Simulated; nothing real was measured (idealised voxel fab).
This section sets out a process module, namely voxel tone inversion.
The cross-section on display is named cut; it measures 175 nm wide, and its cells are 5 nm squares.
Cross-section layout: square cells on a grid; listed as bands, top to bottom; a band spans one or more cell rows. Band: top and bottom heights (nm) first, top before bottom; then materials from left to right, widths in nm. "edge to edge" marks a sole material filling the band edge to edge. "air" denotes empty space. Counting heights begins at 0, where everything beneath is, in the wafer as received, one material. The lowest band has no bottom; it goes on downwards, as "z 0 and below" shows. Width spec "30->40" -> top row of cells at first value, bottom row at second value, equal per-row change in between. "nothing changed" after a step means that no cell of the cross-section changed. Heads up: "Fully sealed cavities" only lists the empty pockets with no open path to the top that are 8 cells or more, and it writes them as width x height at distance, distance from the left edge, in nm. Note: text after step settings on the step line = simulator remark on that step. Steps that use a mask can have "overlay nm" on their line. It says how far the mask sat to the right of where it was meant to be. Negative means to the left.
-- The steps planned for the process are as follows
1. RECEIVE (material Si)
2. CONFORMAL_DEP (material SiN; thk nm 5)
3. DIRECTIONAL_DEP (material aC; thk nm 20)
4. PATTERN (tone cover; mask id POSTS; material resist; width nm 25; pitch nm 40; thk nm 25; overlay nm 0)
5. DIRECTIONAL_ETCH (etch materials aC; depth nm 20)
6. STRIP (etch materials resist)
7. FILL_DEP (material SiO2; thk nm 10)
8. CMP (height nm 25)
9. STRIP (etch materials aC)
10. CONFORMAL_DEP (material TiN; thk nm 5)
11. FILL_DEP (material Cu; thk nm 5)
12. CMP (height nm 25)
13. CONFORMAL_DEP (material SiN; thk nm 5)
-- The cross-section here shows the wafer as received, i.e. in its state after step 1
> z 0 and below  Si edge to edge
> Fully sealed cavities: none
-- Post-module cross-section: identical start and plan to those above, one misstep in execution
> z 20 to 15  SiN edge to edge
> z 15 to 10  SiO2 15  TiN 5  Cu 15  TiN 5  SiO2 15  TiN 5  Cu 15  TiN 5  SiO2 15  TiN 5  Cu 15  TiN 5  SiO2 15  TiN 5  Cu 15  TiN 5  SiO2 15
> z 10 to 5  SiO2 15  TiN 25  SiO2 15  TiN 25  SiO2 15  TiN 25  SiO2 15  TiN 25  SiO2 15
> z 5 to 0  SiN edge to edge
> z 0 and below  Si edge to edge
> Fully sealed cavities: none
Processing error: step 12 did not use the planned setting and instead ran as CMP (height nm 15)
